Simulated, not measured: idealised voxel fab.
process module | voxel ribs on slabs
cross-section cut | 205 nm wide | cells 5 nm
A cross-section is a grid of square cells, given in bands from the top down. A band is one or more rows of cells.
Each band's line starts with the height of the band's top and of its bottom, in nm. Then come its materials from left to right, each with its width in nm. One material with "throughout" fills the band from edge to edge. "air" is empty space.
Height 0 is the level under which the wafer as received is all one material. The lowest band goes on downwards, as in "0 down".
A width such as "30 to 40" changes by the same amount from each row of cells to the next, from the band's top row to its bottom row.
"no change" after a step means that no cell of the cross-section changed.
closed voids: empty space of 8 cells or more with no open way to the top, each as width x height at its distance from the left edge, in nm
after a step's settings: what the simulator itself notes on the step
overlay nm, on a step with a mask: how far to the right of its planned place the mask lay; to the left if negative
plan
1 op RECEIVE | material Si
2 op DIRECTIONAL_DEP | material SiO2 | thk nm 20
3 op DIRECTIONAL_DEP | material SiN | thk nm 25
4 op DIRECTIONAL_DEP | material aC | thk nm 10
5 op PATTERN | tone cover | mask id RIB | material resist | width nm 20 | thk nm 25 | overlay nm 0
6 op DIRECTIONAL_ETCH | etch materials aC | depth nm 10
7 op STRIP | etch materials resist
8 op DIRECTIONAL_ETCH | etch materials SiN | depth nm 15
9 op STRIP | etch materials aC
10 op MASKED_ETCH | tone cover | mask id SLAB | width nm 70 | etch materials SiN | depth nm 10 | overlay nm 0
11 op FILL_DEP | material SiO2 | thk nm 20
12 op CMP | height nm 55
13 op DIRECTIONAL_DEP | material TiN | thk nm 5
14 op PATTERN | tone cover | mask id HEATER | material resist | width nm 30 | thk nm 15 | overlay nm 0
15 op DIRECTIONAL_ETCH | etch materials TiN | depth nm 5
16 op STRIP | etch materials resist
17 op CONFORMAL_DEP | material SiN | thk nm 10
as received, after step 1
  0 down: Si throughout
  closed voids: none
a wafer at the end: this start, this plan, one mistake
  70 to 65: air 75 | SiN 50 | air 80
  65 to 60: SiN throughout
  60 to 55: SiN 85 | TiN 30 | SiN 90
  55 to 45: SiO2 throughout
  45 to 30: SiO2 90 | SiN 20 | SiO2 95
  30 to 20: SiO2 60 | SiN 70 | SiO2 75
  20 to 0: SiO2 throughout
  0 down: Si throughout
  closed voids: none
what went wrong: step 10 ran as: op MASKED_ETCH | tone cover | mask id SLAB | width nm 70 | etch materials SiN | depth nm 10 | overlay nm -5
